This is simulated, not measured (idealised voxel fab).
The following is a process module called voxel transistor to metal.
Section shown: cut. Width: 200 nm. Cell size: 5 nm, square.
Heads up, the way a cross-section reads in here is a grid of square cells, handed over as bands from the top down, with every band being one or more rows of cells. What a band's entry tells you: where the top is and where the bottom is, as heights in nm, and after that what lies inside, material by material from left to right, each with its width in nm. Empty space is written as the word "empty", and a single material marked with the word "all across" occupies the band from edge to edge. We count height from 0. Below that, the starting wafer is all one material. The lowest band never ends at the bottom but goes on down; see "0 nm and below" for how that is written. With a width like "30->40", each row of cells in the band differs from the next by the same amount, the top row carrying the first number and the bottom row the second. It should be understood that the words "no alterations made", when stated for a given step, signify that the cross-section underwent no change in any of its cells during that step. Trapped void list: empty space of 8 cells or more with no open way to the top, each as width x height at its distance from the left edge, in nm. Step line, after settings: the simulator's comment on this step. overlay nm: on a step with a mask, how far right of its planned place the mask lay; negative means left.

The following list gives the planned process steps
1) RECEIVE with material Si
2) CONFORMAL_DEP with material SiO2, thk nm 5
3) CONFORMAL_DEP with material SiN, thk nm 10
4) MASKED_ETCH with tone cover, mask id ACTIVE, width nm 115, etch materials SiN, depth nm 10, overlay nm 0
5) MASKED_ETCH with tone cover, mask id ACTIVE, width nm 115, etch materials SiO2, depth nm 5, overlay nm 0
6) MASKED_ETCH with tone cover, mask id ACTIVE, width nm 115, etch materials Si, depth nm 35, overlay nm 0
7) FILL_DEP with material SiO2, thk nm 10
8) CMP with height nm 15
9) SELECTIVE_ETCH with etch materials SiO2, depth nm 10
10) STRIP with etch materials SiN
11) SELECTIVE_ETCH with etch materials SiO2, depth nm 5
12) OXIDIZE with depth nm 5
13) DIRECTIONAL_DEP with material polySi, thk nm 25
14) DIRECTIONAL_DEP with material SiCN, thk nm 15
15) PATTERN with tone cover, mask id GATE, material resist, width nm 35, thk nm 20, overlay nm 0
16) DIRECTIONAL_ETCH with etch materials SiCN, depth nm 25
17) DIRECTIONAL_ETCH with etch materials polySi, depth nm 35
18) STRIP with etch materials resist
19) CONFORMAL_DEP with material SiN, thk nm 5
20) DIRECTIONAL_ETCH with etch materials SiN, depth nm 5
21) DIRECTIONAL_ETCH with etch materials SiO2, depth nm 5
22) EPI with material nSi, thk nm 5
23) FILL_DEP with material SiO2, thk nm 5
24) CMP with height nm 25
25) STRIP with etch materials polySi
26) SELECTIVE_ETCH with etch materials SiO2, depth nm 5
27) CONFORMAL_DEP with material HfO2, thk nm 5
28) CONFORMAL_DEP with material TiN, thk nm 5
29) FILL_DEP with material W, thk nm 5
30) CMP with height nm 20
31) DIRECTIONAL_DEP with material SiO2, thk nm 15
32) DIRECTIONAL_DEP with material aC, thk nm 10
33) PATTERN with tone open, mask id CONTACT, material resist, width nm 15, pitch nm 90, thk nm 25, overlay nm 0
34) DIRECTIONAL_ETCH with etch materials aC, depth nm 10
35) STRIP with etch materials resist
36) DIRECTIONAL_ETCH with etch materials SiO2, depth nm 35
37) STRIP with etch materials aC
38) CONFORMAL_DEP with material TiN, thk nm 5
39) FILL_DEP with material W, thk nm 5
40) CMP with height nm 35
41) CONFORMAL_DEP with material SiCN, thk nm 5
42) DIRECTIONAL_DEP with material SiO2, thk nm 25
43) DIRECTIONAL_DEP with material aC, thk nm 15
44) PATTERN with tone open, mask id METAL_1, material resist, width nm 15, pitch nm 90, thk nm 30, overlay nm 0
45) DIRECTIONAL_ETCH with etch materials aC, depth nm 15
46) STRIP with etch materials resist
47) DIRECTIONAL_ETCH with etch materials SiO2, depth nm 25
48) DIRECTIONAL_ETCH with etch materials SiCN, depth nm 5
49) STRIP with etch materials aC
50) CONFORMAL_DEP with material TiN, thk nm 5
51) FILL_DEP with material Cu, thk nm 5
52) CMP with height nm 55
53) CONFORMAL_DEP with material SiCN, thk nm 5
54) DIRECTIONAL_DEP with material SiO2, thk nm 30
55) PATTERN with tone open, mask id METAL_2, material resist, width nm 15, pitch nm 90, thk nm 20, overlay nm 0
56) DIRECTIONAL_ETCH with etch materials SiO2, depth nm 20
57) STRIP with etch materials resist
58) MASKED_ETCH with tone open, mask id METAL_2_HOLES, width nm 15, pitch nm 90, etch materials SiO2, depth nm 10, overlay nm 0
59) MASKED_ETCH with tone open, mask id METAL_2_HOLES, width nm 15, pitch nm 90, etch materials SiCN, depth nm 5, overlay nm 0
60) CONFORMAL_DEP with material TiN, thk nm 5
61) FILL_DEP with material Ru, thk nm 10
62) CMP with height nm 100
63) CONFORMAL_DEP with material SiCN, thk nm 5
All wafers enter the flow in the same state. The height nm at step 52 differs from wafer to wafer, and the plan gives the value for the first wafer.

First of several wafers (as received, post step 1), cross-sectional view
0 nm and below | Si all across
Trapped void list: none

Every row in this table is a wafer at the end of the module, and it gives, for each of the materials, the cells that wafer has gained (+) or lost (-) since it was received, then its closed voids
height nm 55, +6 Cu, +17 HfO2, +54 Ru, -142 Si, +108 SiCN, +8 SiN, +625 SiO2, +127 TiN, +21 W, +16 nSi, Trapped void list: none
height nm 60, +8 Cu, +17 HfO2, +14 Ru, -142 Si, +108 SiCN, +8 SiN, +659 SiO2, +131 TiN, +21 W, +16 nSi, Trapped void list: none
height nm 65, +10 Cu, +17 HfO2, +12 Ru, -142 Si, +108 SiCN, +8 SiN, +693 SiO2, +97 TiN, +21 W, +16 nSi, Trapped void list: none
height nm 70, +12 Cu, +17 HfO2, +10 Ru, -142 Si, +108 SiCN, +8 SiN, +659 SiO2, +131 TiN, +21 W, +16 nSi, Trapped void list: none
height nm 75, +52 Cu, +17 HfO2, +8 Ru, -142 Si, +108 SiCN, +8 SiN, +625 SiO2, +127 TiN, +21 W, +16 nSi, Trapped void list: none
